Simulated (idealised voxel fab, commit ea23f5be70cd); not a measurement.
Name of the process module below: voxel transistor to metal
Cross-section cut spans 175 nm and uses square cells 5 nm in size.
If you're reading a cross-section in this doc, picture square cells in a grid; it comes to you as bands, top ones listed first down to the bottom, and a band can be one or more rows of cells. What a band's entry tells you: where the top is and where the bottom is, as heights in nm, and after that what lies inside, material by material from left to right, each with its width in nm. Empty space is written as the word "air", and a single material marked with the word "everywhere" occupies the band from edge to edge. Height reference: 0 = level under which incoming wafer is all one material. Lowest band: no bottom, runs on downward, e.g. "0 -> down". When a width is written as two numbers, as in "30 to 40", the first number is the width in the top row of cells of the band and the second is the width in its bottom row, and the width changes by the same amount from each row to the next. Reading "nothing got changed" for a step: not a cell of the cross-section changed in it. Empty spaces without an open route to the top, at least 8 cells in extent, make up the entry "Sealed voids"; each is given as width x height at distance, where the distance is measured from the left edge, and all are in nm. Formally, on a step line, whatever follows the settings is a remark that the simulator itself makes on the step. "overlay nm" answers the question of how far to the right of plan the mask lay on a step that has a mask, and when it is negative the answer is to the left.

Process steps (planned)
1: RECEIVE (material Si)
2: OXIDIZE (depth nm 5)
3: CONFORMAL_DEP (material SiN; thk nm 15)
4: PATTERN (tone cover; mask id ACTIVE; material resist; width nm 105; thk nm 15; overlay nm 0)
5: DIRECTIONAL_ETCH (etch materials SiN; depth nm 15)
6: DIRECTIONAL_ETCH (etch materials SiO2; depth nm 5)
7: DIRECTIONAL_ETCH (etch materials Si; depth nm 30)
8: STRIP (etch materials resist)
9: OXIDIZE (depth nm 5)
10: FILL_DEP (material SiO2; thk nm 15)
11: CMP (height nm 15)
12: SELECTIVE_ETCH (etch materials SiO2; depth nm 5)
13: STRIP (etch materials SiN)
14: SELECTIVE_ETCH (etch materials SiO2; depth nm 5)
15: OXIDIZE (depth nm 5)
16: DIRECTIONAL_DEP (material polySi; thk nm 30)
17: DIRECTIONAL_DEP (material SiCN; thk nm 10)
18: DIRECTIONAL_DEP (material aC; thk nm 10)
19: PATTERN (tone cover; mask id GATE; material resist; width nm 25; thk nm 30; overlay nm 0)
20: DIRECTIONAL_ETCH (etch materials aC; depth nm 10)
21: STRIP (etch materials resist)
22: DIRECTIONAL_ETCH (etch materials SiCN; depth nm 20)
23: DIRECTIONAL_ETCH (etch materials polySi; depth nm 40)
24: STRIP (etch materials aC)
25: CONFORMAL_DEP (material SiN; thk nm 10)
26: DIRECTIONAL_ETCH (etch materials SiN; depth nm 10)
27: DIRECTIONAL_ETCH (etch materials SiO2; depth nm 5)
28: DIRECTIONAL_ETCH (etch materials Si; depth nm 10)
29: EPI (material SiGe; thk nm 10)
30: FILL_DEP (material SiO2; thk nm 10)
31: CMP (height nm 25)
32: STRIP (etch materials polySi)
33: SELECTIVE_ETCH (etch materials SiO2; depth nm 5)
34: CONFORMAL_DEP (material HfO2; thk nm 5)
35: CONFORMAL_DEP (material TiN; thk nm 5)
36: FILL_DEP (material W; thk nm 5)
37: CMP (height nm 20)
38: DIRECTIONAL_DEP (material SiO2; thk nm 15)
39: MASKED_ETCH (tone open; mask id CONTACT; width nm 20; pitch nm 75; etch materials SiO2; depth nm 45; overlay nm 0)
40: CONFORMAL_DEP (material TiN; thk nm 5)
41: FILL_DEP (material Ru; thk nm 5)
42: CMP (height nm 35)
43: DIRECTIONAL_DEP (material TiN; thk nm 5)
44: DIRECTIONAL_DEP (material W; thk nm 25)
45: DIRECTIONAL_DEP (material aC; thk nm 15)
46: PATTERN (tone cover; mask id METAL_1; material resist; width nm 20; pitch nm 75; thk nm 35; overlay nm 0)
47: DIRECTIONAL_ETCH (etch materials aC; depth nm 15)
48: STRIP (etch materials resist)
49: DIRECTIONAL_ETCH (etch materials W; depth nm 25)
50: DIRECTIONAL_ETCH (etch materials TiN; depth nm 5)
51: STRIP (etch materials aC)
52: FILL_DEP (material SiO2; thk nm 5)
53: CMP (height nm 65)
54: CONFORMAL_DEP (material SiCN; thk nm 5)
55: DIRECTIONAL_DEP (material lowk; thk nm 30)
56: DIRECTIONAL_DEP (material aC; thk nm 15)
57: PATTERN (tone open; mask id METAL_2; material resist; width nm 20; pitch nm 75; thk nm 30; overlay nm 0)
58: DIRECTIONAL_ETCH (etch materials aC; depth nm 15)
59: STRIP (etch materials resist)
60: DIRECTIONAL_ETCH (etch materials lowk; depth nm 15)
61: STRIP (etch materials aC)
62: DIRECTIONAL_DEP (material aC; thk nm 15)
63: PATTERN (tone open; mask id METAL_2_HOLES; material resist; width nm 15; pitch nm 75; thk nm 30; overlay nm 0)
64: DIRECTIONAL_ETCH (etch materials aC; depth nm 15)
65: STRIP (etch materials resist)
66: DIRECTIONAL_ETCH (etch materials lowk; depth nm 15)
67: DIRECTIONAL_ETCH (etch materials SiCN; depth nm 5)
68: STRIP (etch materials aC)
69: CONFORMAL_DEP (material TiN; thk nm 5)
70: FILL_DEP (material Cu; thk nm 5)
71: CMP (height nm 100)
72: CONFORMAL_DEP (material SiN; thk nm 5)

Cross-section: wafer on arrival = after step 1
- 0 -> down | Si everywhere
- Sealed voids: none

Cross-section taken at module completion on the first of two wafers; processed per the plan
- 105 -> 100 | SiN everywhere
- 100 -> 90 | 40 nm lowk / 5 nm TiN / 10 nm Cu / 5 nm TiN / 55 nm lowk / 5 nm TiN / 10 nm Cu / 5 nm TiN / 40 nm lowk
- 90 -> 85 | 40 nm lowk / 5 nm TiN / 5 nm Cu / 10 nm TiN / 55 nm lowk / 5 nm TiN / 5 nm Cu / 10 nm TiN / 40 nm lowk
- 85 -> 70 | 40 nm lowk / 5 nm TiN / 5 nm Cu / 5 nm TiN / 60 nm lowk / 5 nm TiN / 5 nm Cu / 5 nm TiN / 45 nm lowk
- 70 -> 65 | 40 nm SiCN / 15 nm TiN / 60 nm SiCN / 15 nm TiN / 45 nm SiCN
- 65 -> 40 | 40 nm SiO2 / 20 nm W / 55 nm SiO2 / 20 nm W / 40 nm SiO2
- 40 -> 35 | 40 nm SiO2 / 20 nm TiN / 55 nm SiO2 / 20 nm TiN / 40 nm SiO2
- 35 -> 20 | 40 nm SiO2 / 5 nm TiN / 10 nm Ru / 5 nm TiN / 55 nm SiO2 / 5 nm TiN / 10 nm Ru / 5 nm TiN / 40 nm SiO2
- 20 -> 5 | 40 nm SiO2 / 5 nm TiN / 10 nm Ru / 5 nm TiN / 5 nm SiO2 / 10 nm SiN / 5 nm HfO2 / 5 nm TiN / 5 nm W / 5 nm TiN / 5 nm HfO2 / 10 nm SiN / 5 nm SiO2 / 5 nm TiN / 10 nm Ru / 5 nm TiN / 40 nm SiO2
- 5 -> 0 | 30 nm SiO2 / 10 nm SiN / 5 nm TiN / 5 nm Ru / 10 nm TiN / 5 nm SiO2 / 10 nm SiN / 5 nm HfO2 / 5 nm TiN / 5 nm W / 5 nm TiN / 5 nm HfO2 / 10 nm SiN / 5 nm SiO2 / 10 nm TiN / 5 nm Ru / 5 nm TiN / 10 nm SiN / 30 nm SiO2
- 0 -> -5 | 30 nm SiO2 / 10 nm SiN / 5 nm TiN / 5 nm Ru / 5 nm TiN / 10 nm SiGe / 10 nm SiN / 5 nm HfO2 / 15 nm TiN / 5 nm HfO2 / 10 nm SiN / 10 nm SiGe / 5 nm TiN / 5 nm Ru / 5 nm TiN / 10 nm SiN / 30 nm SiO2
- -5 -> -10 | 40 nm SiO2 / 15 nm TiN / 10 nm SiGe / 5 nm SiO2 / 35 nm HfO2 / 5 nm SiO2 / 10 nm SiGe / 15 nm TiN / 40 nm SiO2
- -10 -> -20 | 40 nm SiO2 / 25 nm SiGe / 45 nm Si / 25 nm SiGe / 40 nm SiO2
- -20 -> -40 | 40 nm SiO2 / 95 nm Si / 40 nm SiO2
- -40 -> down | Si everywhere
- Sealed voids: none

Wafer two (of two), end-of-module cross-section: start = wafer one, plan = wafer one, one run mistake
- 105 -> 100 | SiN everywhere
- 100 -> 90 | 40 nm lowk / 5 nm TiN / 10 nm Cu / 5 nm TiN / 55 nm lowk / 5 nm TiN / 10 nm Cu / 5 nm TiN / 40 nm lowk
- 90 -> 85 | 40 nm lowk / 5 nm TiN / 5 nm Cu / 10 nm TiN / 55 nm lowk / 5 nm TiN / 5 nm Cu / 10 nm TiN / 40 nm lowk
- 85 -> 70 | 40 nm lowk / 5 nm TiN / 5 nm Cu / 5 nm TiN / 60 nm lowk / 5 nm TiN / 5 nm Cu / 5 nm TiN / 45 nm lowk
- 70 -> 65 | 40 nm SiCN / 15 nm TiN / 60 nm SiCN / 15 nm TiN / 45 nm SiCN
- 65 -> 40 | 40 nm SiO2 / 20 nm W / 55 nm SiO2 / 20 nm W / 40 nm SiO2
- 40 -> 35 | 40 nm SiO2 / 20 nm TiN / 55 nm SiO2 / 20 nm TiN / 40 nm SiO2
- 35 -> 20 | 40 nm SiO2 / 5 nm TiN / 10 nm Ru / 5 nm TiN / 55 nm SiO2 / 5 nm TiN / 10 nm Ru / 5 nm TiN / 40 nm SiO2
- 20 -> 5 | 40 nm SiO2 / 5 nm TiN / 10 nm Ru / 5 nm TiN / 10 nm SiN / 5 nm HfO2 / 5 nm TiN / 15 nm W / 5 nm TiN / 5 nm HfO2 / 10 nm SiN / 5 nm TiN / 10 nm Ru / 5 nm TiN / 40 nm SiO2
- 5 -> 0 | 30 nm SiO2 / 10 nm SiN / 20 nm TiN / 10 nm SiN / 5 nm HfO2 / 5 nm TiN / 15 nm W / 5 nm TiN / 5 nm HfO2 / 10 nm SiN / 20 nm TiN / 10 nm SiN / 30 nm SiO2
- 0 -> -5 | 30 nm SiO2 / 10 nm SiN / 10 nm TiN / 10 nm SiGe / 10 nm SiN / 5 nm HfO2 / 25 nm TiN / 5 nm HfO2 / 10 nm SiN / 10 nm SiGe / 10 nm TiN / 10 nm SiN / 30 nm SiO2
- -5 -> -10 | 40 nm SiO2 / 10 nm TiN / 10 nm SiGe / 5 nm SiO2 / 45 nm HfO2 / 5 nm SiO2 / 10 nm SiGe / 10 nm TiN / 40 nm SiO2
- -10 -> -20 | 40 nm SiO2 / 20 nm SiGe / 55 nm Si / 20 nm SiGe / 40 nm SiO2
- -20 -> -40 | 40 nm SiO2 / 95 nm Si / 40 nm SiO2
- -40 -> down | Si everywhere
- Sealed voids: none
Processing error: for step 19, the planned setting was not used; the step was instead run as PATTERN (tone cover; mask id GATE; material resist; width nm 35; thk nm 30; overlay nm 0)
Once processing is complete, comparing cell counts shows that the second wafer has more or fewer of certain materials than the first: 2 more of HfO2; 4 fewer of Ru; 4 more of Si; 4 fewer of SiGe; 8 fewer of SiO2; 2 more of TiN; 8 more of W
